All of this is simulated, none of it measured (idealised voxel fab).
This is a process module. Its name is voxel capacitor over wiring.
Square cell edge 5 nm, section width 300 nm, ID cut.
Cross-section spec: square-cell grid; bands listed top down; each band is one or more rows. The entry gives the band's vertical extent as a top height and a bottom height in nm, then its horizontal make-up as materials from left to right, each with a width in nm. "empty" stands for empty space; a single material marked "throughout" fills the band edge to edge. It should be noted that heights are counted from 0, beneath which the wafer as supplied is of one material throughout, and that the lowest band possesses no lower boundary but continues downward, as written in "0 and below". A width such as "30..40" changes by the same amount from each row of cells to the next, from the band's top row to its bottom row. Where a step carries "no alteration", the cross-section came out of it unchanged, cell for cell. So "Enclosed empty spaces" is basically the list of trapped voids: any empty space of 8 cells or more that can't reach the top through an opening. They're written width x height at distance, the distance being from the left edge, and it's all nm. Where a step's line continues beyond its settings, the continuation is a remark by the simulator itself on that step. "overlay nm" answers the question of how far to the right of plan the mask lay on a step that has a mask, and when it is negative the answer is to the left.

# List of planned process steps
1 RECEIVE | material Si
2 CONFORMAL_DEP | material SiO2 | thk nm 10
3 CONFORMAL_DEP | material SiN | thk nm 5
4 DIRECTIONAL_DEP | material SiO2 | thk nm 25
5 DIRECTIONAL_DEP | material aC | thk nm 10
6 PATTERN | tone open | mask id METAL_1 | material resist | width nm 30 | pitch nm 85 | thk nm 30 | overlay nm 0
7 DIRECTIONAL_ETCH | etch materials aC | depth nm 10
8 STRIP | etch materials resist
9 DIRECTIONAL_ETCH | etch materials SiO2 | depth nm 25
10 DIRECTIONAL_ETCH | etch materials SiN | depth nm 5
11 STRIP | etch materials aC
12 CONFORMAL_DEP | material TiN | thk nm 5
13 FILL_DEP | material Cu | thk nm 10
14 CMP | height nm 40
15 CONFORMAL_DEP | material SiCN | thk nm 5
16 DIRECTIONAL_DEP | material lowk | thk nm 20
17 MASKED_ETCH | tone open | mask id PLUG_1 | width nm 15 | etch materials lowk | depth nm 20 | overlay nm 0
18 MASKED_ETCH | tone open | mask id PLUG_1 | width nm 15 | etch materials SiCN | depth nm 5 | overlay nm 0
19 EPI | material Ru | thk nm 10
20 EPI | material Ru | thk nm 10
21 EPI | material Ru | thk nm 5
22 DIRECTIONAL_DEP | material TiN | thk nm 10
23 DIRECTIONAL_DEP | material SiN | thk nm 5
24 DIRECTIONAL_DEP | material TiN | thk nm 5
25 MASKED_ETCH | tone cover | mask id UPPER_PLATE | width nm 60 | etch materials TiN | depth nm 5 | overlay nm 0
26 MASKED_ETCH | tone cover | mask id UPPER_PLATE | width nm 60 | etch materials SiN | depth nm 5 | overlay nm 0
27 PATTERN | tone cover | mask id LOWER_PLATE | material resist | width nm 60 | thk nm 15 | overlay nm 0
28 DIRECTIONAL_ETCH | etch materials TiN | depth nm 10
29 STRIP | etch materials resist
30 FILL_DEP | material SiO2 | thk nm 15
31 CMP | height nm 95
32 MASKED_ETCH | tone open | mask id PLUG_2 | width nm 15 | etch materials SiO2 | depth nm 10 | overlay nm 0
33 CONFORMAL_DEP | material TiN | thk nm 5
34 FILL_DEP | material W | thk nm 5
35 CMP | height nm 95
36 CONFORMAL_DEP | material SiCN | thk nm 5
It is noted that the wafers described herein are identical at the outset and are distinguished by the width nm of step 27; the value stated in the plan corresponds to the first wafer.

# As-received cross-section, first of several wafers, post step 1
	0 and below | Si throughout
	Enclosed empty spaces: none

# End of module, by wafer: material-by-material cell gain (+) or loss (-) since receipt, then closed voids
width nm 60 | +40 Cu | +15 Ru | +117 SiCN | +60 SiN | +666 SiO2 | +73 TiN | +1 W | +228 lowk | Enclosed empty spaces: none
width nm 65 | +40 Cu | +15 Ru | +117 SiCN | +60 SiN | +664 SiO2 | +75 TiN | +1 W | +228 lowk | Enclosed empty spaces: none
width nm 70 | +40 Cu | +15 Ru | +117 SiCN | +60 SiN | +662 SiO2 | +77 TiN | +1 W | +228 lowk | Enclosed empty spaces: none
width nm 75 | +40 Cu | +15 Ru | +117 SiCN | +60 SiN | +660 SiO2 | +79 TiN | +1 W | +228 lowk | Enclosed empty spaces: none
width nm 80 | +40 Cu | +15 Ru | +117 SiCN | +60 SiN | +658 SiO2 | +81 TiN | +1 W | +228 lowk | Enclosed empty spaces: none
width nm 85 | +40 Cu | +15 Ru | +117 SiCN | +60 SiN | +656 SiO2 | +83 TiN | +1 W | +228 lowk | Enclosed empty spaces: none
